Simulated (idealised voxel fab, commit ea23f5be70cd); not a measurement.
Title: Process Module voxel capacitor over wiring
In the cross-section labelled cut, the width is 275 nm and each square cell is 5 nm.
Cross-section, as written here: a square-cell grid given band by band from the top down, where a band holds one or more rows of cells.
Heights first: top, then bottom, in nm. Then materials, left to right, each with a width in nm. "everywhere" on a single material: fills the band edge to edge. "blank": empty space.
A quick word on heights: they are counted from 0, and under that level the wafer as it came to us is one material throughout. The lowest band is different from the rest in having no bottom; it simply continues downward, written as in "z 0 and below".
When a width is written as two numbers, as in "30..40", the first number is the width in the top row of cells of the band and the second is the width in its bottom row, and the width changes by the same amount from each row to the next.
For the purposes of this document, the phrase "no modification" attached to a step denotes that no cell within the cross-section was modified by that step.
The label "Enclosed voids" introduces a list of the empty spaces, 8 cells or larger, that have no open way up to the top; each entry in it reads width x height at distance, where the distance is taken from the left edge and all three are stated in nm.
after a step's settings: what the simulator itself notes on the step
You can add "overlay nm" to a step's line. For a step with a mask, it describes how far the mask lay to the right of its planned position, and a negative number describes a lay to the left.
Layout of what follows: cross-section pairs, each bracketing one process step, the after cross-section shown only to the lowest band that changed, the step between and its settings noted under each pair. Pairs may originate in different runs of this module on the same starting wafer; a pair continues from the pair above only where its entry headed "Geometry before processing" says so.

Geometry before processing
    z 80 to 70 = SiO2=105  blank=15  SiO2=155
    z 70 to 65 = SiO2=95  TiN=60  SiO2=120
    z 65 to 60 = SiO2=95  Al2O3=60  SiO2=120
    z 60 to 55 = SiO2=90  TiN=70  SiO2=115
    z 55 to 40 = SiO2=95  TiN=5  Ru=5  TiN=5  SiO2=165
    z 40 to 35 = SiCN=95  TiN=15  SiCN=165
    z 35 to 20 = SiO2=85  SiN=5  Ru=20  SiN=5  SiO2=45  SiN=5  Ru=20  SiN=5  SiO2=85
    z 20 to 15 = SiN=90  Ru=20  SiN=55  Ru=20  SiN=90
    z 15 to 5 = SiO2 everywhere
    z 5 to 0 = TiN everywhere
    z 0 and below = Si everywhere
    Enclosed voids: none

Post-Process Section
    z 85 to 80 = TiN=110  blank=5  TiN=160
    z 80 to 75 = SiO2=105  TiN=5  blank=5  TiN=5  SiO2=155
    z 75 to 65 = SiO2=105..95  TiN=15..60  SiO2=155..120
    Heights below 65 show no change.
    Enclosed voids: none
Here is the step that sits between the two cross-sections above: CONFORMAL_DEP [material TiN] [thk nm 5]

Geometry before processing: The prior state of this step coincides with the post-step cross-section of the pair just above.

Post-Process Section
    z 90 to 85 = Ru everywhere
    z 85 to 80 = TiN=110  Ru=5  TiN=160
    z 80 to 75 = SiO2=105  TiN=5  Ru=5  TiN=5  SiO2=155
    Heights below 75 show no change.
    Enclosed voids: none
Here is the step that sits between the two cross-sections above: FILL_DEP [material Ru] [thk nm 5]

Geometry before processing: The prior state of this step coincides with the post-step cross-section of the pair just above.

Post-Process Section
    z 80 to 75 = SiO2=105  TiN=5  Ru=5  TiN=5  SiO2=155
    Heights below 75 show no change.
    Enclosed voids: none
Here is the step that sits between the two cross-sections above: CMP [height nm 80]

Geometry before processing: The prior state of this step coincides with the post-step cross-section of the pair just above.

Post-Process Section
    z 85 to 80 = SiCN everywhere
    Heights below 80 show no change.
    Enclosed voids: none
Here is the step that sits between the two cross-sections above: CONFORMAL_DEP [material SiCN] [thk nm 5]

Geometry before processing
    z 80 to 75 = SiO2=105  TiN=5  Ru=5  TiN=5  SiO2=155
    z 75 to 65 = SiO2=105..95  TiN=15..60  SiO2=155..120
    z 65 to 60 = SiO2=95  Al2O3=60  SiO2=120
    z 60 to 55 = SiO2=90  TiN=70  SiO2=115
    z 55 to 40 = SiO2=95  TiN=5  Ru=5  TiN=5  SiO2=165
    z 40 to 35 = SiCN=95  TiN=15  SiCN=165
    z 35 to 15 = SiO2=85  SiN=5  Ru=20  SiN=5  SiO2=45  SiN=5  Ru=20  SiN=5  SiO2=85
    z 15 to 10 = SiN=90  TiN=20  SiN=55  TiN=20  SiN=90
    z 10 to 0 = SiO2 everywhere
    z 0 and below = Si everywhere
    Enclosed voids: none

Post-Process Section
    z 95 to 80 = SiCN everywhere
    Heights below 80 show no change.
    Enclosed voids: none
Here is the step that sits between the two cross-sections above: CONFORMAL_DEP [material SiCN] [thk nm 15]

Geometry before processing
    z 70 to 65 = blank=95  TiN=60  blank=120
    z 65 to 60 = Al2O3 everywhere
    z 60 to 55 = TiN everywhere
    z 55 to 40 = SiO2=95  TiN=5  Ru=5  TiN=5  SiO2=165
    z 40 to 35 = SiCN=95  TiN=15  SiCN=165
    z 35 to 15 = SiO2=85  SiN=5  Ru=20  SiN=5  SiO2=45  SiN=5  Ru=20  SiN=5  SiO2=85
    z 15 to 10 = SiN=90  TiN=20  SiN=55  TiN=20  SiN=90
    z 10 to 0 = SiO2 everywhere
    z 0 and below = Si everywhere
    Enclosed voids: none

Post-Process Section
    z 70 to 65 = blank=95  TiN=60  blank=120
    z 65 to 60 = blank=90  Al2O3=70  blank=115
    Heights below 60 show no change.
    Enclosed voids: none
Here is the step that sits between the two cross-sections above: MASKED_ETCH [tone cover] [mask id UPPER_PLATE] [width nm 70] [etch materials Al2O3] [depth nm 5] [overlay nm 0]

Geometry before processing: The prior state of this step coincides with the post-step cross-section of the pair just above.

Post-Process Section
    z 85 to 70 = blank=90  resist=70  blank=115
    z 70 to 65 = blank=90  resist=5  TiN=60  resist=5  blank=115
    Heights below 65 show no change.
    Enclosed voids: none
Here is the step that sits between the two cross-sections above: PATTERN [tone cover] [mask id LOWER_PLATE] [material resist] [width nm 70] [thk nm 15] [overlay nm 0]

Geometry before processing: The prior state of this step coincides with the post-step cross-section of the pair just above.

Post-Process Section
    z 85 to 70 = blank=90  resist=70  blank=115
    z 70 to 65 = blank=90  resist=5  TiN=60  resist=5  blank=115
    z 65 to 60 = blank=90  Al2O3=70  blank=115
    z 60 to 55 = blank=90  TiN=70  blank=115
    Heights below 55 show no change.
    Enclosed voids: none
Here is the step that sits between the two cross-sections above: DIRECTIONAL_ETCH [etch materials TiN] [depth nm 5]

Geometry before processing: The prior state of this step coincides with the post-step cross-section of the pair just above.

Post-Process Section
    z 70 to 65 = blank=95  TiN=60  blank=120
    Heights below 65 show no change.
    Enclosed voids: none
Here is the step that sits between the two cross-sections above: STRIP [etch materials resist]

Geometry before processing: The prior state of this step coincides with the post-step cross-section of the pair just above.

Post-Process Section
    z 85 to 70 = SiO2 everywhere
    z 70 to 65 = SiO2=95  TiN=60  SiO2=120
    z 65 to 60 = SiO2=90  Al2O3=70  SiO2=115
    z 60 to 55 = SiO2=90  TiN=70  SiO2=115
    Heights below 55 show no change.
    Enclosed voids: none
Here is the step that sits between the two cross-sections above: FILL_DEP [material SiO2] [thk nm 15]

Geometry before processing: The prior state of this step coincides with the post-step cross-section of the pair just above.

Post-Process Section
    z 80 to 70 = SiO2 everywhere
    Heights below 70 show no change.
    Enclosed voids: none
Here is the step that sits between the two cross-sections above: CMP [height nm 80]

Geometry before processing: The prior state of this step coincides with the post-step cross-section of the pair just above.

Post-Process Section
    z 100 to 80 = resist=105  blank=15  resist=155
    Heights below 80 show no change.
    Enclosed voids: none
Here is the step that sits between the two cross-sections above: PATTERN [tone open] [mask id PLUG_2] [material resist] [width nm 15] [thk nm 20] [overlay nm 0]

Geometry before processing: The prior state of this step coincides with the post-step cross-section of the pair just above.

Post-Process Section
    z 100 to 80 = resist=105  blank=15  resist=155
    z 80 to 70 = SiO2=105  blank=15  SiO2=155
    Heights below 70 show no change.
    Enclosed voids: none
Here is the step that sits between the two cross-sections above: DIRECTIONAL_ETCH [etch materials SiO2] [depth nm 10]

Geometry before processing: The prior state of this step coincides with the post-step cross-section of the pair just above.

Post-Process Section
    z 80 to 70 = SiO2=105  blank=15  SiO2=155
    Heights below 70 show no change.
    Enclosed voids: none
Here is the step that sits between the two cross-sections above: STRIP [etch materials resist]

Geometry before processing: The prior state of this step coincides with the post-step cross-section of the pair just above.

Post-Process Section
    z 85 to 80 = TiN=110  blank=5  TiN=160
    z 80 to 75 = SiO2=105  TiN=5  blank=5  TiN=5  SiO2=155
    z 75 to 65 = SiO2=105..95  TiN=15..60  SiO2=155..120
    Heights below 65 show no change.
    Enclosed voids: none
Here is the step that sits between the two cross-sections above: CONFORMAL_DEP [material TiN] [thk nm 5]

Geometry before processing: The prior state of this step coincides with the post-step cross-section of the pair just above.

Post-Process Section
    z 90 to 85 = Ru everywhere
    z 85 to 80 = TiN=110  Ru=5  TiN=160
    z 80 to 75 = SiO2=105  TiN=5  Ru=5  TiN=5  SiO2=155
    Heights below 75 show no change.
    Enclosed voids: none
Here is the step that sits between the two cross-sections above: FILL_DEP [material Ru] [thk nm 5]

Geometry before processing: The prior state of this step coincides with the post-step cross-section of the pair just above.

Post-Process Section
    z 80 to 75 = SiO2=105  TiN=5  Ru=5  TiN=5  SiO2=155
    Heights below 75 show no change.
    Enclosed voids: none
Here is the step that sits between the two cross-sections above: CMP [height nm 80]

Geometry before processing: The prior state of this step coincides with the post-step cross-section of the pair just above.

Post-Process Section
    z 85 to 80 = SiCN everywhere
    Heights below 80 show no change.
    Enclosed voids: none
Here is the step that sits between the two cross-sections above: CONFORMAL_DEP [material SiCN] [thk nm 5]

Geometry before processing
    z 70 to 55 = aC everywhere
    z 55 to 40 = SiO2 everywhere
    z 40 to 35 = SiCN everywhere
    z 35 to 15 = SiO2=85  SiN=5  Ru=20  SiN=5  SiO2=45  SiN=5  Ru=20  SiN=5  SiO2=85
    z 15 to 10 = SiN=90  TiN=20  SiN=55  TiN=20  SiN=90
    z 10 to 0 = SiO2 everywhere
    z 0 and below = Si everywhere
    Enclosed voids: none

Post-Process Section
    z 100 to 70 = resist=90  blank=15  resist=170
    Heights below 70 show no change.
    Enclosed voids: none
Here is the step that sits between the two cross-sections above: PATTERN [tone open] [mask id PLUG_1] [material resist] [width nm 15] [thk nm 30] [overlay nm -5]

Geometry before processing: The prior state of this step coincides with the post-step cross-section of the pair just above.

Post-Process Section
    z 85 to 70 = resist=90  blank=15  resist=170
    z 70 to 55 = aC=90  blank=15  aC=170
    Heights below 55 show no change.
    Enclosed voids: none
Here is the step that sits between the two cross-sections above: DIRECTIONAL_ETCH [etch materials aC] [depth nm 15]

Geometry before processing: The prior state of this step coincides with the post-step cross-section of the pair just above.

Post-Process Section
    z 70 to 55 = aC=90  blank=15  aC=170
    Heights below 55 show no change.
    Enclosed voids: none
Here is the step that sits between the two cross-sections above: STRIP [etch materials resist]

Geometry before processing: The prior state of this step coincides with the post-step cross-section of the pair just above.

Post-Process Section
    z 70 to 55 = aC=90  blank=15  aC=170
    z 55 to 40 = SiO2=90  blank=15  SiO2=170
    Heights below 40 show no change.
    Enclosed voids: none
Here is the step that sits between the two cross-sections above: DIRECTIONAL_ETCH [etch materials SiO2] [depth nm 15]

Geometry before processing: The prior state of this step coincides with the post-step cross-section of the pair just above.

Post-Process Section
    z 70 to 55 = aC=90  blank=15  aC=170
    z 55 to 40 = SiO2=90  blank=15  SiO2=170
    z 40 to 35 = SiCN=90  blank=15  SiCN=170
    Heights below 35 show no change.
    Enclosed voids: none
Here is the step that sits between the two cross-sections above: DIRECTIONAL_ETCH [etch materials SiCN] [depth nm 5]

Geometry before processing: The prior state of this step coincides with the post-step cross-section of the pair just above.

Post-Process Section
    z 55 to 40 = SiO2=90  blank=15  SiO2=170
    Heights below 40 show no change.
    Enclosed voids: none
Here is the step that sits between the two cross-sections above: STRIP [etch materials aC]

Geometry before processing: The prior state of this step coincides with the post-step cross-section of the pair just above.

Post-Process Section
    z 60 to 55 = TiN=95  blank=5  TiN=175
    z 55 to 40 = SiO2=90  TiN=5  blank=5  TiN=5  SiO2=170
    z 40 to 35 = SiCN=90  TiN=15  SiCN=170
    Heights below 35 show no change.
    Enclosed voids: none
Here is the step that sits between the two cross-sections above: CONFORMAL_DEP [material TiN] [thk nm 5]

Geometry before processing: The prior state of this step coincides with the post-step cross-section of the pair just above.

Post-Process Section
    z 65 to 60 = Ru everywhere
    z 60 to 55 = TiN=95  Ru=5  TiN=175
    z 55 to 40 = SiO2=90  TiN=5  Ru=5  TiN=5  SiO2=170
    Heights below 40 show no change.
    Enclosed voids: none
Here is the step that sits between the two cross-sections above: FILL_DEP [material Ru] [thk nm 5]

Geometry before processing: The prior state of this step coincides with the post-step cross-section of the pair just above.

Post-Process Section
    z 55 to 40 = SiO2=90  TiN=5  Ru=5  TiN=5  SiO2=170
    Heights below 40 show no change.
    Enclosed voids: none
Here is the step that sits between the two cross-sections above: CMP [height nm 55]

Geometry before processing: The prior state of this step coincides with the post-step cross-section of the pair just above.

Post-Process Section
    z 60 to 55 = TiN everywhere
    Heights below 55 show no change.
    Enclosed voids: none
Here is the step that sits between the two cross-sections above: DIRECTIONAL_DEP [material TiN] [thk nm 5]

Geometry before processing: The prior state of this step coincides with the post-step cross-section of the pair just above.

Post-Process Section
    z 65 to 60 = Al2O3 everywhere
    Heights below 60 show no change.
    Enclosed voids: none
Here is the step that sits between the two cross-sections above: DIRECTIONAL_DEP [material Al2O3] [thk nm 5]

Geometry before processing: The prior state of this step coincides with the post-step cross-section of the pair just above.

Post-Process Section
    z 70 to 65 = TiN everywhere
    Heights below 65 show no change.
    Enclosed voids: none
Here is the step that sits between the two cross-sections above: DIRECTIONAL_DEP [material TiN] [thk nm 5]

Geometry before processing: The prior state of this step coincides with the post-step cross-section of the pair just above.

Post-Process Section
    z 70 to 65 = blank=95  TiN=60  blank=120
    Heights below 65 show no change.
    Enclosed voids: none
Here is the step that sits between the two cross-sections above: MASKED_ETCH [tone cover] [mask id UPPER_PLATE] [width nm 60] [etch materials TiN] [depth nm 5] [overlay nm 0]

Geometry before processing: The prior state of this step coincides with the post-step cross-section of the pair just above.

Post-Process Section
    z 70 to 65 = blank=95  TiN=60  blank=120
    z 65 to 60 = blank=95  Al2O3=60  blank=120
    Heights below 60 show no change.
    Enclosed voids: none
Here is the step that sits between the two cross-sections above: MASKED_ETCH [tone cover] [mask id UPPER_PLATE] [width nm 60] [etch materials Al2O3] [depth nm 5] [overlay nm 0]

Geometry before processing: The prior state of this step coincides with the post-step cross-section of the pair just above.

Post-Process Section
    z 85 to 70 = blank=90  resist=70  blank=115
    z 70 to 65 = blank=90  resist=5  TiN=60  resist=5  blank=115
    z 65 to 60 = blank=90  resist=5  Al2O3=60  resist=5  blank=115
    Heights below 60 show no change.
    Enclosed voids: none
Here is the step that sits between the two cross-sections above: PATTERN [tone cover] [mask id LOWER_PLATE] [material resist] [width nm 70] [thk nm 15] [overlay nm 0]

Geometry before processing: The prior state of this step coincides with the post-step cross-section of the pair just above.

Post-Process Section
    z 85 to 70 = blank=90  resist=70  blank=115
    z 70 to 65 = blank=90  resist=5  TiN=60  resist=5  blank=115
    z 65 to 60 = blank=90  resist=5  Al2O3=60  resist=5  blank=115
    z 60 to 55 = blank=90  TiN=70  blank=115
    Heights below 55 show no change.
    Enclosed voids: none
Here is the step that sits between the two cross-sections above: DIRECTIONAL_ETCH [etch materials TiN] [depth nm 5]

Geometry before processing: The prior state of this step coincides with the post-step cross-section of the pair just above.

Post-Process Section
    z 70 to 65 = blank=95  TiN=60  blank=120
    z 65 to 60 = blank=95  Al2O3=60  blank=120
    Heights below 60 show no change.
    Enclosed voids: none
Here is the step that sits between the two cross-sections above: STRIP [etch materials resist]

Geometry before processing: The prior state of this step coincides with the post-step cross-section of the pair just above.

Post-Process Section
    z 85 to 70 = SiO2 everywhere
    z 70 to 65 = SiO2=95  TiN=60  SiO2=120
    z 65 to 60 = SiO2=95  Al2O3=60  SiO2=120
    z 60 to 55 = SiO2=90  TiN=70  SiO2=115
    Heights below 55 show no change.
    Enclosed voids: none
Here is the step that sits between the two cross-sections above: FILL_DEP [material SiO2] [thk nm 15]

Geometry before processing: The prior state of this step coincides with the post-step cross-section of the pair just above.

Post-Process Section
    z 80 to 70 = SiO2 everywhere
    Heights below 70 show no change.
    Enclosed voids: none
Here is the step that sits between the two cross-sections above: CMP [height nm 80]

Geometry before processing: The prior state of this step coincides with the post-step cross-section of the pair just above.

Post-Process Section
    z 100 to 80 = resist=105  blank=15  resist=155
    Heights below 80 show no change.
    Enclosed voids: none
Here is the step that sits between the two cross-sections above: PATTERN [tone open] [mask id PLUG_2] [material resist] [width nm 15] [thk nm 20] [overlay nm 0]

Geometry before processing: The prior state of this step coincides with the post-step cross-section of the pair just above.

Post-Process Section
    z 100 to 80 = resist=105  blank=15  resist=155
    z 80 to 70 = SiO2=105  blank=15  SiO2=155
    Heights below 70 show no change.
    Enclosed voids: none
Here is the step that sits between the two cross-sections above: DIRECTIONAL_ETCH [etch materials SiO2] [depth nm 10]

Geometry before processing: The prior state of this step coincides with the post-step cross-section of the pair just above.

Post-Process Section
    z 80 to 70 = SiO2=105  blank=15  SiO2=155
    Heights below 70 show no change.
    Enclosed voids: none
Here is the step that sits between the two cross-sections above: STRIP [etch materials resist]

Geometry before processing: The prior state of this step coincides with the post-step cross-section of the pair just above.

Post-Process Section
    z 85 to 80 = TiN=110  blank=5  TiN=160
    z 80 to 75 = SiO2=105  TiN=5  blank=5  TiN=5  SiO2=155
    z 75 to 65 = SiO2=105..95  TiN=15..60  SiO2=155..120
    Heights below 65 show no change.
    Enclosed voids: none
Here is the step that sits between the two cross-sections above: CONFORMAL_DEP [material TiN] [thk nm 5]

Geometry before processing: The prior state of this step coincides with the post-step cross-section of the pair just above.

Post-Process Section
    z 90 to 85 = Ru everywhere
    z 85 to 80 = TiN=110  Ru=5  TiN=160
    z 80 to 75 = SiO2=105  TiN=5  Ru=5  TiN=5  SiO2=155
    Heights below 75 show no change.
    Enclosed voids: none
Here is the step that sits between the two cross-sections above: FILL_DEP [material Ru] [thk nm 5]

Geometry before processing: The prior state of this step coincides with the post-step cross-section of the pair just above.

Post-Process Section
    z 80 to 75 = SiO2=105  TiN=5  Ru=5  TiN=5  SiO2=155
    Heights below 75 show no change.
    Enclosed voids: none
Here is the step that sits between the two cross-sections above: CMP [height nm 80]

Geometry before processing: The prior state of this step coincides with the post-step cross-section of the pair just above.

Post-Process Section
    z 85 to 80 = SiCN everywhere
    Heights below 80 show no change.
    Enclosed voids: none
Here is the step that sits between the two cross-sections above: CONFORMAL_DEP [material SiCN] [thk nm 5]

Geometry before processing
    z 80 to 75 = SiO2=105  TiN=5  Ru=5  TiN=5  SiO2=155
    z 75 to 65 = SiO2=105..95  TiN=15..60  SiO2=155..120
    z 65 to 60 = SiO2=95  Al2O3=60  SiO2=120
    z 60 to 55 = SiO2=90  TiN=70  SiO2=115
    z 55 to 40 = SiO2=95  TiN=5  Ru=5  TiN=5  SiO2=165
    z 40 to 35 = SiCN=95  TiN=15  SiCN=165
    z 35 to 15 = SiO2=85  SiN=5  Ru=20  SiN=5  SiO2=45  SiN=5  Ru=20  SiN=5  SiO2=85
    z 15 to 10 = SiN=90  TiN=20  SiN=55  TiN=20  SiN=90
    z 10 to 0 = SiO2 everywhere
    z 0 and below = Si everywhere
    Enclosed voids: none

Post-Process Section
    z 85 to 80 = SiO2 everywhere
    Heights below 80 show no change.
    Enclosed voids: none
Here is the step that sits between the two cross-sections above: CONFORMAL_DEP [material SiO2] [thk nm 5]

Geometry before processing
    z 35 to 15 = Ru everywhere
    z 15 to 10 = TiN everywhere
    z 10 to 0 = SiO2 everywhere
    z 0 and below = Si everywhere
    Enclosed voids: none

Post-Process Section
    z 55 to 35 = resist=90  blank=20  resist=55  blank=20  resist=90
    Heights below 35 show no change.
    Enclosed voids: none
Here is the step that sits between the two cross-sections above: PATTERN [tone open] [mask id METAL_1] [material resist] [width nm 20] [pitch nm 75] [thk nm 20] [overlay nm 0]

Geometry before processing: The prior state of this step coincides with the post-step cross-section of the pair just above.

Post-Process Section
    z 55 to 35 = resist=90  blank=20  resist=55  blank=20  resist=90
    z 35 to 15 = Ru=90  blank=20  Ru=55  blank=20  Ru=90
    Heights below 15 show no change.
    Enclosed voids: none
Here is the step that sits between the two cross-sections above: DIRECTIONAL_ETCH [etch materials Ru] [depth nm 20]

Geometry before processing: The prior state of this step coincides with the post-step cross-section of the pair just above.

Post-Process Section
    z 55 to 35 = resist=90  blank=20  resist=55  blank=20  resist=90
    z 35 to 15 = Ru=90  blank=20  Ru=55  blank=20  Ru=90
    z 15 to 10 = TiN=90  blank=20  TiN=55  blank=20  TiN=90
    Heights below 10 show no change.
    Enclosed voids: none
Here is the step that sits between the two cross-sections above: DIRECTIONAL_ETCH [etch materials TiN] [depth nm 5]

Geometry before processing: The prior state of this step coincides with the post-step cross-section of the pair just above.

Post-Process Section
    z 35 to 15 = Ru=90  blank=20  Ru=55  blank=20  Ru=90
    Heights below 15 show no change.
    Enclosed voids: none
Here is the step that sits between the two cross-sections above: STRIP [etch materials resist]

Geometry before processing: The prior state of this step coincides with the post-step cross-section of the pair just above.

Post-Process Section
    z 40 to 35 = SiN=95  blank=10  SiN=65  blank=10  SiN=95
    z 35 to 15 = Ru=90  SiN=5  blank=10  SiN=5  Ru=55  SiN=5  blank=10  SiN=5  Ru=90
    z 15 to 10 = TiN=90  SiN=20  TiN=55  SiN=20  TiN=90
    Heights below 10 show no change.
    Enclosed voids: none
Here is the step that sits between the two cross-sections above: CONFORMAL_DEP [material SiN] [thk nm 5]

Geometry before processing: The prior state of this step coincides with the post-step cross-section of the pair just above.

Post-Process Section
    z 45 to 40 = SiO2 everywhere
    z 40 to 35 = SiN=95  SiO2=10  SiN=65  SiO2=10  SiN=95
    z 35 to 15 = Ru=90  SiN=5  SiO2=10  SiN=5  Ru=55  SiN=5  SiO2=10  SiN=5  Ru=90
    Heights below 15 show no change.
    Enclosed voids: none
Here is the step that sits between the two cross-sections above: FILL_DEP [material SiO2] [thk nm 5]

Geometry before processing: The prior state of this step coincides with the post-step cross-section of the pair just above.

Post-Process Section
    z 35 to 15 = Ru=90  SiN=5  SiO2=10  SiN=5  Ru=55  SiN=5  SiO2=10  SiN=5  Ru=90
    Heights below 15 show no change.
    Enclosed voids: none
Here is the step that sits between the two cross-sections above: CMP [height nm 35]

Geometry before processing: The prior state of this step coincides with the post-step cross-section of the pair just above.

Post-Process Section
    z 40 to 35 = SiCN everywhere
    Heights below 35 show no change.
    Enclosed voids: none
Here is the step that sits between the two cross-sections above: CONFORMAL_DEP [material SiCN] [thk nm 5]

Geometry before processing: The prior state of this step coincides with the post-step cross-section of the pair just above.

Post-Process Section
    z 55 to 40 = SiO2 everywhere
    Heights below 40 show no change.
    Enclosed voids: none
Here is the step that sits between the two cross-sections above: DIRECTIONAL_DEP [material SiO2] [thk nm 15]

Geometry before processing: The prior state of this step coincides with the post-step cross-section of the pair just above.

Post-Process Section
    z 70 to 55 = aC everywhere
    Heights below 55 show no change.
    Enclosed voids: none
Here is the step that sits between the two cross-sections above: DIRECTIONAL_DEP [material aC] [thk nm 15]

Geometry before processing: The prior state of this step coincides with the post-step cross-section of the pair just above.

Post-Process Section
    z 100 to 70 = resist=95  blank=15  resist=165
    Heights below 70 show no change.
    Enclosed voids: none
Here is the step that sits between the two cross-sections above: PATTERN [tone open] [mask id PLUG_1] [material resist] [width nm 15] [thk nm 30] [overlay nm 0]

Geometry before processing: The prior state of this step coincides with the post-step cross-section of the pair just above.

Post-Process Section
    z 85 to 70 = resist=95  blank=15  resist=165
    z 70 to 55 = aC=95  blank=15  aC=165
    Heights below 55 show no change.
    Enclosed voids: none
Here is the step that sits between the two cross-sections above: DIRECTIONAL_ETCH [etch materials aC] [depth nm 15]

Geometry before processing: The prior state of this step coincides with the post-step cross-section of the pair just above.

Post-Process Section
    z 70 to 55 = aC=95  blank=15  aC=165
    Heights below 55 show no change.
    Enclosed voids: none
Here is the step that sits between the two cross-sections above: STRIP [etch materials resist]

Geometry before processing: The prior state of this step coincides with the post-step cross-section of the pair just above.

Post-Process Section
    z 70 to 55 = aC=95  blank=15  aC=165
    z 55 to 40 = SiO2=95  blank=15  SiO2=165
    Heights below 40 show no change.
    Enclosed voids: none
Here is the step that sits between the two cross-sections above: DIRECTIONAL_ETCH [etch materials SiO2] [depth nm 15]

Geometry before processing: The prior state of this step coincides with the post-step cross-section of the pair just above.

Post-Process Section
    z 70 to 55 = aC=95  blank=15  aC=165
    z 55 to 40 = SiO2=95  blank=15  SiO2=165
    z 40 to 35 = SiCN=95  blank=15  SiCN=165
    Heights below 35 show no change.
    Enclosed voids: none
Here is the step that sits between the two cross-sections above: DIRECTIONAL_ETCH [etch materials SiCN] [depth nm 5]

Geometry before processing: The prior state of this step coincides with the post-step cross-section of the pair just above.

Post-Process Section
    z 55 to 40 = SiO2=95  blank=15  SiO2=165
    Heights below 40 show no change.
    Enclosed voids: none
Here is the step that sits between the two cross-sections above: STRIP [etch materials aC]

Geometry before processing: The prior state of this step coincides with the post-step cross-section of the pair just above.

Post-Process Section
    z 60 to 55 = TiN=100  blank=5  TiN=170
    z 55 to 40 = SiO2=95  TiN=5  blank=5  TiN=5  SiO2=165
    z 40 to 35 = SiCN=95  TiN=15  SiCN=165
    Heights below 35 show no change.
    Enclosed voids: none
Here is the step that sits between the two cross-sections above: CONFORMAL_DEP [material TiN] [thk nm 5]

Geometry before processing: The prior state of this step coincides with the post-step cross-section of the pair just above.

Post-Process Section
    z 65 to 60 = Ru everywhere
    z 60 to 55 = TiN=100  Ru=5  TiN=170
    z 55 to 40 = SiO2=95  TiN=5  Ru=5  TiN=5  SiO2=165
    Heights below 40 show no change.
    Enclosed voids: none
Here is the step that sits between the two cross-sections above: FILL_DEP [material Ru] [thk nm 5]

Geometry before processing: The prior state of this step coincides with the post-step cross-section of the pair just above.

Post-Process Section
    z 55 to 40 = SiO2=95  TiN=5  Ru=5  TiN=5  SiO2=165
    Heights below 40 show no change.
    Enclosed voids: none
Here is the step that sits between the two cross-sections above: CMP [height nm 55]

Geometry before processing: The prior state of this step coincides with the post-step cross-section of the pair just above.

Post-Process Section
    z 60 to 55 = TiN everywhere
    Heights below 55 show no change.
    Enclosed voids: none
Here is the step that sits between the two cross-sections above: DIRECTIONAL_DEP [material TiN] [thk nm 5]

Geometry before processing: The prior state of this step coincides with the post-step cross-section of the pair just above.

Post-Process Section
    z 65 to 60 = Al2O3 everywhere
    Heights below 60 show no change.
    Enclosed voids: none
Here is the step that sits between the two cross-sections above: DIRECTIONAL_DEP [material Al2O3] [thk nm 5]

Geometry before processing: The prior state of this step coincides with the post-step cross-section of the pair just above.

Post-Process Section
    z 70 to 65 = TiN everywhere
    Heights below 65 show no change.
    Enclosed voids: none
Here is the step that sits between the two cross-sections above: DIRECTIONAL_DEP [material TiN] [thk nm 5]

Geometry before processing: The prior state of this step coincides with the post-step cross-section of the pair just above.

Post-Process Section
    z 70 to 65 = blank=95  TiN=60  blank=120
    Heights below 65 show no change.
    Enclosed voids: none
Here is the step that sits between the two cross-sections above: MASKED_ETCH [tone cover] [mask id UPPER_PLATE] [width nm 60] [etch materials TiN] [depth nm 5] [overlay nm 0]

Geometry before processing: The prior state of this step coincides with the post-step cross-section of the pair just above.

Post-Process Section
    z 70 to 65 = blank=95  TiN=60  blank=120
    z 65 to 60 = blank=95  Al2O3=60  blank=120
    Heights below 60 show no change.
    Enclosed voids: none
Here is the step that sits between the two cross-sections above: MASKED_ETCH [tone cover] [mask id UPPER_PLATE] [width nm 60] [etch materials Al2O3] [depth nm 5] [overlay nm 0]

Geometry before processing: The prior state of this step coincides with the post-step cross-section of the pair just above.

Post-Process Section
    z 85 to 70 = blank=90  resist=70  blank=115
    z 70 to 65 = blank=90  resist=5  TiN=60  resist=5  blank=115
    z 65 to 60 = blank=90  resist=5  Al2O3=60  resist=5  blank=115
    Heights below 60 show no change.
    Enclosed voids: none
Here is the step that sits between the two cross-sections above: PATTERN [tone cover] [mask id LOWER_PLATE] [material resist] [width nm 70] [thk nm 15] [overlay nm 0]

Geometry before processing: The prior state of this step coincides with the post-step cross-section of the pair just above.

Post-Process Section
    z 85 to 70 = blank=90  resist=70  blank=115
    z 70 to 65 = blank=90  resist=5  TiN=60  resist=5  blank=115
    z 65 to 60 = blank=90  resist=5  Al2O3=60  resist=5  blank=115
    z 60 to 55 = blank=90  TiN=70  blank=115
    Heights below 55 show no change.
    Enclosed voids: none
Here is the step that sits between the two cross-sections above: DIRECTIONAL_ETCH [etch materials TiN] [depth nm 5]

Geometry before processing: The prior state of this step coincides with the post-step cross-section of the pair just above.

Post-Process Section
    z 70 to 65 = blank=95  TiN=60  blank=120
    z 65 to 60 = blank=95  Al2O3=60  blank=120
    Heights below 60 show no change.
    Enclosed voids: none
Here is the step that sits between the two cross-sections above: STRIP [etch materials resist]

Geometry before processing: The prior state of this step coincides with the post-step cross-section of the pair just above.

Post-Process Section
    z 85 to 70 = SiO2 everywhere
    z 70 to 65 = SiO2=95  TiN=60  SiO2=120
    z 65 to 60 = SiO2=95  Al2O3=60  SiO2=120
    z 60 to 55 = SiO2=90  TiN=70  SiO2=115
    Heights below 55 show no change.
    Enclosed voids: none
Here is the step that sits between the two cross-sections above: FILL_DEP [material SiO2] [thk nm 15]

Geometry before processing: The prior state of this step coincides with the post-step cross-section of the pair just above.

Post-Process Section
    z 80 to 70 = SiO2 everywhere
    Heights below 70 show no change.
    Enclosed voids: none
Here is the step that sits between the two cross-sections above: CMP [height nm 80]

Geometry before processing: The prior state of this step coincides with the post-step cross-section of the pair just above.

Post-Process Section
    z 100 to 80 = resist=105  blank=15  resist=155
    Heights below 80 show no change.
    Enclosed voids: none
Here is the step that sits between the two cross-sections above: PATTERN [tone open] [mask id PLUG_2] [material resist] [width nm 15] [thk nm 20] [overlay nm 0]

Geometry before processing: The prior state of this step coincides with the post-step cross-section of the pair just above.

Post-Process Section
    z 100 to 80 = resist=105  blank=15  resist=155
    z 80 to 70 = SiO2=105  blank=15  SiO2=155
    Heights below 70 show no change.
    Enclosed voids: none
Here is the step that sits between the two cross-sections above: DIRECTIONAL_ETCH [etch materials SiO2] [depth nm 10]

Geometry before processing: The prior state of this step coincides with the post-step cross-section of the pair just above.

Post-Process Section
    z 80 to 70 = SiO2=105  blank=15  SiO2=155
    Heights below 70 show no change.
    Enclosed voids: none
Here is the step that sits between the two cross-sections above: STRIP [etch materials resist]
